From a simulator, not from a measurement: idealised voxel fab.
Process module heading - voxel self aligned contacts
We display cut, a cross-section 290 nm in width whose square cells are each 5 nm.
Just so we're on the same page, the cross-sections are grids of square cells, and they're listed out in bands top to bottom, each band one or more rows deep.
Basically the band line says how high the top is and how high the bottom is, in nm, and then what's in it from left to right, every material with its width in nm. Empty space shows up as "blank", and if a single material carries "edge to edge" it runs the full band edge to edge.
Height 0 is the level under which the wafer as received is all one material. The lowest band goes on downwards, as in "0 -> down".
Width: "30->40" (first number = top row, second number = bottom row, same change from row to row of cells).
What does "no change" mean for a step? It means no cell of the cross-section changed in that step.
The label "Cavities, sealed" introduces a list of the empty spaces, 8 cells or larger, that have no open way up to the top; each entry in it reads width x height at distance, where the distance is taken from the left edge and all three are stated in nm.
after a step's settings: what the simulator itself notes on the step
A step's line can hold "overlay nm"; with a mask on that step, the setting says how far right of the planned place the mask lay, while a negative setting says it lay to the left.
The following list gives the planned process steps
1: op RECEIVE | material Si
2: op OXIDIZE | depth nm 5
3: op DIRECTIONAL_DEP | material polySi | thk nm 20
4: op DIRECTIONAL_DEP | material SiN | thk nm 20
5: op DIRECTIONAL_DEP | material aC | thk nm 15
6: op PATTERN | tone cover | mask id GATE | material resist | width nm 30 | pitch nm 70 | thk nm 30 | overlay nm -15
7: op DIRECTIONAL_ETCH | etch materials aC | depth nm 15
8: op STRIP | etch materials resist
9: op DIRECTIONAL_ETCH | etch materials SiN | depth nm 20
10: op DIRECTIONAL_ETCH | etch materials polySi | depth nm 20
11: op STRIP | etch materials aC
12: op CONFORMAL_DEP | material SiN | thk nm 10
13: op DIRECTIONAL_ETCH | etch materials SiN | depth nm 10
14: op FILL_DEP | material SiO2 | thk nm 20
15: op CMP | height nm 50
16: op DIRECTIONAL_DEP | material aC | thk nm 15
17: op PATTERN | tone open | mask id CONTACT | material resist | width nm 50 | thk nm 30 | overlay nm 0
18: op DIRECTIONAL_ETCH | etch materials aC | depth nm 15
19: op STRIP | etch materials resist
20: op DIRECTIONAL_ETCH | etch materials SiO2 | depth nm 55
21: op STRIP | etch materials aC
22: op CONFORMAL_DEP | material TiN | thk nm 5
23: op FILL_DEP | material Ru | thk nm 10
24: op CMP | height nm 50
25: op CONFORMAL_DEP | material SiN | thk nm 5
Every wafer here starts from the same state; it is the step 6 overlay nm that distinguishes them, and the value the plan gives belongs to the first wafer.
The first of several wafers, as received after step 1, seen in section
> 0 -> down: Si edge to edge
> Cavities, sealed: none
Module finished, last step 25 done: cross-section of the first of several wafers
> 55 -> 50: SiN edge to edge
> 50 -> 40: SiO2: 120 / TiN: 5 / Ru: 40->10 / TiN: 5->35 / SiO2: 120
> 40 -> 20: SiO2: 70 / SiN: 50 / TiN: 5 / Ru: 10 / TiN: 5 / SiN: 50 / SiO2: 100
> 20 -> 0: SiO2: 70 / SiN: 10 / polySi: 30 / SiN: 10 / TiN: 5 / Ru: 10 / TiN: 5 / SiN: 10 / polySi: 30 / SiN: 10 / SiO2: 100
> 0 -> -5: SiO2: 120 / TiN: 20 / SiO2: 150
> -5 -> down: Si edge to edge
> Cavities, sealed: none
Module end, final wafer: cross-section
> 55 -> 50: SiN edge to edge
> 50 -> 40: SiO2: 120 / TiN: 5->35 / Ru: 40->10 / TiN: 5 / SiO2: 120
> 40 -> 20: SiO2: 100 / SiN: 50 / TiN: 5 / Ru: 10 / TiN: 5 / SiN: 50 / SiO2: 70
> 20 -> 0: SiO2: 100 / SiN: 10 / polySi: 30 / SiN: 10 / TiN: 5 / Ru: 10 / TiN: 5 / SiN: 10 / polySi: 30 / SiN: 10 / SiO2: 70
> 0 -> -5: SiO2: 150 / TiN: 20 / SiO2: 120
> -5 -> down: Si edge to edge
> Cavities, sealed: none
Take any row and you have a wafer at the end of the module: how many cells of each material it has gained (+) or lost (-) since it was received, and then its closed voids
overlay nm -15 | +26 Ru | -58 Si | +170 SiN | +422 SiO2 | +30 TiN | +48 polySi | Cavities, sealed: none
overlay nm -10 | +26 Ru | -58 Si | +170 SiN | +422 SiO2 | +30 TiN | +48 polySi | Cavities, sealed: none
overlay nm -5 | +26 Ru | -58 Si | +170 SiN | +422 SiO2 | +30 TiN | +48 polySi | Cavities, sealed: none
overlay nm 0 | +26 Ru | -58 Si | +170 SiN | +422 SiO2 | +30 TiN | +48 polySi | Cavities, sealed: none
overlay nm 5 | +26 Ru | -58 Si | +170 SiN | +422 SiO2 | +30 TiN | +48 polySi | Cavities, sealed: none
overlay nm 10 | +26 Ru | -58 Si | +170 SiN | +422 SiO2 | +30 TiN | +48 polySi | Cavities, sealed: none
overlay nm 15 | +26 Ru | -58 Si | +170 SiN | +422 SiO2 | +30 TiN | +48 polySi | Cavities, sealed: none
